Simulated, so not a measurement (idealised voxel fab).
This is a process module. Its name is voxel spacer lines.
Each square cell in cross-section cut measures 5 nm, and the section as a whole is 150 nm wide.
When this document writes out a cross-section, it uses a grid of square cells and lists it as bands, beginning at the top and moving down, with a band standing for one or more rows of cells. Basically the band line says how high the top is and how high the bottom is, in nm, and then what's in it from left to right, every material with its width in nm. Empty space shows up as "blank", and if a single material carries "edge to edge" it runs the full band edge to edge. Heights from 0 (as-received wafer is one material below). Bottom band endless downward, as "0 and below". Top row gets the first number, bottom row gets the second, and each row in between changes by the same step: that is how a band width like "30 to 40" works. Basically "no change" means that step didn't change any cell in the cross-section. The entry "Completely sealed voids" lists the empty spaces that cover at least 8 cells and have no open path to the top. Each is written as width x height at distance, where the distance is measured from the left edge and all three values are in nm. It should be noted that, on the line of a given step, the content following the step's settings is a remark produced by the simulator itself with respect to that step. What "overlay nm" on a step's line means: if the step has a mask, that mask lay this far to the right of its planned place, or, when the value is negative, to the left.

Listed below are the process steps as planned:
| 1 | RECEIVE: material Si |
| 2 | CONFORMAL_DEP: material Al2O3, thk nm 10 |
| 3 | DIRECTIONAL_DEP: material TiN, thk nm 15 |
| 4 | DIRECTIONAL_DEP: material polySi, thk nm 30 |
| 5 | PATTERN: tone cover, mask id MANDREL, material resist, width nm 20, pitch nm 60, thk nm 40, overlay nm 0 |
| 6 | DIRECTIONAL_ETCH: etch materials polySi, depth nm 30 |
| 7 | STRIP: etch materials resist |
| 8 | CONFORMAL_DEP: material SiN, thk nm 10 |
| 9 | DIRECTIONAL_ETCH: etch materials SiN, depth nm 10 |
| 10 | STRIP: etch materials polySi |
| 11 | DIRECTIONAL_ETCH: etch materials TiN, depth nm 15 |
| 12 | STRIP: etch materials SiN |
| 13 | FILL_DEP: material lowk, thk nm 10 |
| 14 | CMP: height nm 25 |

Wafer as received: cross-section following step 1:
    0 and below | Si edge to edge
    Completely sealed voids: none

Cross-section, first of two wafers, end of module, run as planned:
    25 down to 10 | 25 nm lowk, then 10 nm TiN, then 20 nm lowk, then 10 nm TiN, then 20 nm lowk, then 10 nm TiN, then 20 nm lowk, then 10 nm TiN, then 25 nm lowk
    10 down to 0 | Al2O3 edge to edge
    0 and below | Si edge to edge
    Completely sealed voids: none

Wafer two cross-section, module end. Start and plan unchanged from wafer one; one mistake made during the run:
    25 down to 10 | 30 nm lowk, then 10 nm TiN, then 15 nm lowk, then 10 nm TiN, then 25 nm lowk, then 10 nm TiN, then 15 nm lowk, then 10 nm TiN, then 25 nm lowk
    10 down to 0 | Al2O3 edge to edge
    0 and below | Si edge to edge
    Completely sealed voids: none
Finding, execution versus plan: heads up, step 5 didn't go per plan, it actually ran as PATTERN: tone cover, mask id MANDREL, material resist, width nm 15, pitch nm 60, thk nm 40, overlay nm 0
If you tally the cells, the second wafer ends up with the same amount of every material as the first; it's all just sitting in different places.
